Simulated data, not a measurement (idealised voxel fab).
Presented below is a process module, voxel spacer lines.
The cross-section on display is named cut; it measures 180 nm wide, and its cells are 5 nm squares.
Each cross-section below is a grid of square cells, stated as bands in top-down order, with one or more rows of cells making up each band.
The entry gives the band's vertical extent as a top height and a bottom height in nm, then its horizontal make-up as materials from left to right, each with a width in nm. "empty" stands for empty space; a single material marked "throughout" fills the band edge to edge.
It should be noted that heights are counted from 0, beneath which the wafer as supplied is of one material throughout, and that the lowest band possesses no lower boundary but continues downward, as written in "0 down".
The expression "30->40" gives the width at the extremes of the band, the first number at its top row of cells and the second at its bottom row, with the width changing by equal amounts from each row to the next in between.
Basically "stayed the same" means that step didn't change any cell in the cross-section.
Voids not open to the top, 8 cells minimum: see "Trapped voids". Written width x height at distance; distance is from the left edge; nm.
Where a step's line continues beyond its settings, the continuation is a remark by the simulator itself on that step.
overlay nm: right-of-plan distance of the mask on a masked step; negative values mean left-of-plan.
So the way this works: pairs, before and after one process step. The after picture only goes down to the lowest band that actually changed, nothing below. Step and its settings are under each pair. And watch out, pairs might come from different runs of this module, same starting wafer though, so a pair only follows on from the one above if its "Pre-process" entry tells you so.

# Pre-process
* 85 to 50: 40 resist | 25 empty | 45 resist | 25 empty | 45 resist
* 50 to 20: aC throughout
* 20 to 10: TiN throughout
* 10 to 0: Al2O3 throughout
* 0 down: Si throughout
* Trapped voids: none

# Resultant Cross-Section
* 55 to 50: 40 resist | 25 empty | 45 resist | 25 empty | 45 resist
* 50 to 20: 40 aC | 25 empty | 45 aC | 25 empty | 45 aC
* Anything lower than 20 is untouched.
* Trapped voids: none
What was done to get from the before section above to the after section? DIRECTIONAL_ETCH, etch materials aC, depth nm 30

Pre-process: after-step cross-section of the pair just above applies.

# Resultant Cross-Section
* 50 to 20: 40 aC | 25 empty | 45 aC | 25 empty | 45 aC
* Anything lower than 20 is untouched.
* Trapped voids: none
What was done to get from the before section above to the after section? STRIP, etch materials resist

Pre-process: after-step cross-section of the pair just above applies.

# Resultant Cross-Section
* 60 to 50: 50 SiN | 5 empty | 65 SiN | 5 empty | 55 SiN
* 50 to 30: 40 aC | 10 SiN | 5 empty | 10 SiN | 45 aC | 10 SiN | 5 empty | 10 SiN | 45 aC
* 30 to 20: 40 aC | 25 SiN | 45 aC | 25 SiN | 45 aC
* Anything lower than 20 is untouched.
* Trapped voids: none
What was done to get from the before section above to the after section? CONFORMAL_DEP, material SiN, thk nm 10

Pre-process: after-step cross-section of the pair just above applies.

# Resultant Cross-Section
* 50 to 20: 40 aC | 10 SiN | 5 empty | 10 SiN | 45 aC | 10 SiN | 5 empty | 10 SiN | 45 aC
* Anything lower than 20 is untouched.
* Trapped voids: none
What was done to get from the before section above to the after section? DIRECTIONAL_ETCH, etch materials SiN, depth nm 10

Pre-process: after-step cross-section of the pair just above applies.

# Resultant Cross-Section
* 50 to 20: 40 empty | 10 SiN | 5 empty | 10 SiN | 45 empty | 10 SiN | 5 empty | 10 SiN | 45 empty
* Anything lower than 20 is untouched.
* Trapped voids: none
What was done to get from the before section above to the after section? STRIP, etch materials aC

Pre-process: after-step cross-section of the pair just above applies.

# Resultant Cross-Section
* 50 to 20: 40 empty | 10 SiN | 5 empty | 10 SiN | 45 empty | 10 SiN | 5 empty | 10 SiN | 45 empty
* 20 to 10: 40 empty | 10 TiN | 5 empty | 10 TiN | 45 empty | 10 TiN | 5 empty | 10 TiN | 45 empty
* Anything lower than 10 is untouched.
* Trapped voids: none
What was done to get from the before section above to the after section? DIRECTIONAL_ETCH, etch materials TiN, depth nm 10

Pre-process: after-step cross-section of the pair just above applies.

# Resultant Cross-Section
* 20 to 10: 40 empty | 10 TiN | 5 empty | 10 TiN | 45 empty | 10 TiN | 5 empty | 10 TiN | 45 empty
* Anything lower than 10 is untouched.
* Trapped voids: none
What was done to get from the before section above to the after section? STRIP, etch materials SiN

Pre-process: after-step cross-section of the pair just above applies.

# Resultant Cross-Section
* 30 to 20: lowk throughout
* 20 to 10: 40 lowk | 10 TiN | 5 lowk | 10 TiN | 45 lowk | 10 TiN | 5 lowk | 10 TiN | 45 lowk
* Anything lower than 10 is untouched.
* Trapped voids: none
What was done to get from the before section above to the after section? FILL_DEP, material lowk, thk nm 10

Pre-process: after-step cross-section of the pair just above applies.

# Resultant Cross-Section
* 20 to 10: 40 lowk | 10 TiN | 5 lowk | 10 TiN | 45 lowk | 10 TiN | 5 lowk | 10 TiN | 45 lowk
* Anything lower than 10 is untouched.
* Trapped voids: none
What was done to get from the before section above to the after section? CMP, height nm 20
